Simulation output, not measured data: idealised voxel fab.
Proc. module: voxel plated lines
This is section cut - it's 240 nm across, gridded in 5 nm square cells.
Just so we're on the same page, the cross-sections are grids of square cells, and they're listed out in bands top to bottom, each band one or more rows deep. For a band, the entry starts with two heights in nm, that of the top and then that of the bottom, and carries on with the band's materials in order from left to right, each alongside its width in nm; the word "edge to edge" beside a single material means it fills the band edge to edge, and "empty" means empty space. Ref level 0: as-received wafer is one material below here. Bottom band extends down with no lower bound ("top 0, no bottom"). A two-number width, for instance "30 to 40", indicates that the width is equal to the first number in the top row of the band and to the second number in the bottom row, and that it changes by a constant amount per row of cells. Where a step carries "same as before", the cross-section came out of it unchanged, cell for cell. You'll see "Closed void register" listing empty spaces that have no way open to the top, as long as they're 8 cells or more; the notation is width x height at distance, where the distance is from the left edge, and all of it is in nm. Note: text after step settings on the step line = simulator remark on that step. A step's line can hold "overlay nm"; with a mask on that step, the setting says how far right of the planned place the mask lay, while a negative setting says it lay to the left.

## Process steps - plan
1,op RECEIVE | material Si
2,op CONFORMAL_DEP | material SiN | thk nm 5
3,op DIRECTIONAL_DEP | material TiN | thk nm 5
4,op PATTERN | tone open | mask id LINES | material resist | width nm 15 | pitch nm 35 | thk nm 35 | overlay nm 0
5,op EPI | material Ru | thk nm 5
6,op EPI | material Ru | thk nm 5
7,op EPI | material Ru | thk nm 10
8,op STRIP | etch materials resist
9,op DIRECTIONAL_ETCH | etch materials TiN | depth nm 5
10,op CONFORMAL_DEP | material SiCN | thk nm 5
Every wafer here starts from the same state; it is the step 3 thk nm that distinguishes them, and the value the plan gives belongs to the first wafer.

## Sectional view: first of several wafers, as received, after step 1
top 0, no bottom  Si edge to edge
Closed void register: none

## The cross-section of the first of several wafers is given below for the end of the module, after its final step, step 10
top 35, bottom 30  90 of empty / 25 of SiCN / 10 of empty / 25 of SiCN / 90 of empty
top 30, bottom 10  90 of empty / 5 of SiCN / 15 of Ru / 5 of SiCN / 10 of empty / 5 of SiCN / 15 of Ru / 5 of SiCN / 90 of empty
top 10, bottom 5  95 of SiCN / 15 of TiN / 20 of SiCN / 15 of TiN / 95 of SiCN
top 5, bottom 0  SiN edge to edge
top 0, no bottom  Si edge to edge
Closed void register: none

## Module end, final wafer: cross-section
top 50, bottom 45  90 of empty / 25 of SiCN / 10 of empty / 25 of SiCN / 90 of empty
top 45, bottom 25  90 of empty / 5 of SiCN / 15 of Ru / 5 of SiCN / 10 of empty / 5 of SiCN / 15 of Ru / 5 of SiCN / 90 of empty
top 25, bottom 20  95 of SiCN / 15 of TiN / 20 of SiCN / 15 of TiN / 95 of SiCN
top 20, bottom 5  TiN edge to edge
top 5, bottom 0  SiN edge to edge
top 0, no bottom  Si edge to edge
Closed void register: none

## The rows of the table below are wafers. Looking at the end of the module, a row counts, for every material, the cells the wafer has gained, shown as (+), or lost, shown as (-), since it was received; its closed voids come next
thk nm 5, +24 Ru, +68 SiCN, +48 SiN, +6 TiN, Closed void register: none
thk nm 10, +24 Ru, +68 SiCN, +48 SiN, +54 TiN, Closed void register: none
thk nm 15, +24 Ru, +68 SiCN, +48 SiN, +102 TiN, Closed void register: none
thk nm 20, +24 Ru, +68 SiCN, +48 SiN, +150 TiN, Closed void register: none
